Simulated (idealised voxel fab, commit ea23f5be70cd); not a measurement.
Process module heading - voxel released beams
Pictured: cross-section cut, 250 nm wide, on a grid of 5 nm square cells.
In this document a cross-section is written as a grid of square cells. It is given as a series of bands, listed from the top down, and a band is one or more rows of cells. Look at the band entry: it leads with the top's height and the bottom's height in nm. Then it lists the materials left to right, with a width in nm for each. The word "all across" on a single material says that material fills the band edge to edge. The word "empty" is empty space. A quick word on heights: they are counted from 0, and under that level the wafer as it came to us is one material throughout. The lowest band is different from the rest in having no bottom; it simply continues downward, written as in "z 0 and below". A width given as "30 to 40" starts at the first number in the band's top row and ends at the second number in its bottom row, shifting by an equal amount at every step from row to row. Take "no alterations made" at face value: in the step it is given for, the cross-section changed in none of its cells. Voids not open to the top, 8 cells minimum: see "Tabulated closed voids". Written width x height at distance; distance is from the left edge; nm. Note: text after step settings on the step line = simulator remark on that step. What "overlay nm" on a step's line means: if the step has a mask, that mask lay this far to the right of its planned place, or, when the value is negative, to the left.
## So here's the lineup of process steps we planned
step 1: op RECEIVE | material Si
step 2: op CONFORMAL_DEP | material Al2O3 | thk nm 10
step 3: op DIRECTIONAL_DEP | material SiO2 | thk nm 20
step 4: op DIRECTIONAL_DEP | material aC | thk nm 15
step 5: op PATTERN | tone open | mask id ANCHOR | material resist | width nm 25 | thk nm 30 | overlay nm 0
step 6: op DIRECTIONAL_ETCH | etch materials aC | depth nm 15
step 7: op STRIP | etch materials resist
step 8: op DIRECTIONAL_ETCH | etch materials SiO2 | depth nm 20
step 9: op STRIP | etch materials aC
step 10: op CONFORMAL_DEP | material SiN | thk nm 10
step 11: op PATTERN | tone cover | mask id BEAM | material resist | width nm 60 | thk nm 15 | overlay nm 0
step 12: op DIRECTIONAL_ETCH | etch materials SiN | depth nm 10
step 13: op STRIP | etch materials resist
step 14: op STRIP | etch materials SiO2
Be aware that, although all wafers share a common starting state, the width nm at step 11 differs among them, and the plan displays the first wafer's value.
## After step 1, as received: first of several wafers, cross-section
- z 0 and below | Si all across
- Tabulated closed voids: none
## Module finished, last step 14 done: cross-section of the first of several wafers
- z 40 to 30 | empty: 90 / SiN: 10 / empty: 5 / SiN: 45 / empty: 100
- z 30 to 20 | empty: 90 / SiN: 10 / empty: 5 / SiN: 10 / empty: 135
- z 20 to 10 | empty: 90 / SiN: 25 / empty: 135
- z 10 to 0 | Al2O3 all across
- z 0 and below | Si all across
- Tabulated closed voids: none
## Showing the last wafer in cross-section at the end of the module
- z 40 to 30 | empty: 80 / SiN: 20 / empty: 5 / SiN: 60 / empty: 85
- z 30 to 20 | empty: 90 / SiN: 10 / empty: 5 / SiN: 10 / empty: 135
- z 20 to 10 | empty: 90 / SiN: 25 / empty: 135
- z 10 to 0 | Al2O3 all across
- z 0 and below | Si all across
- Tabulated closed voids: none
## each wafer at the end: cells of each material gained (+) or lost (-) since it was received, then its closed voids
width nm 60, +100 Al2O3, +40 SiN, Tabulated closed voids: none
width nm 65, +100 Al2O3, +42 SiN, Tabulated closed voids: none
width nm 70, +100 Al2O3, +44 SiN, Tabulated closed voids: none
width nm 75, +100 Al2O3, +46 SiN, Tabulated closed voids: none
width nm 80, +100 Al2O3, +48 SiN, Tabulated closed voids: none
width nm 85, +100 Al2O3, +50 SiN, Tabulated closed voids: none
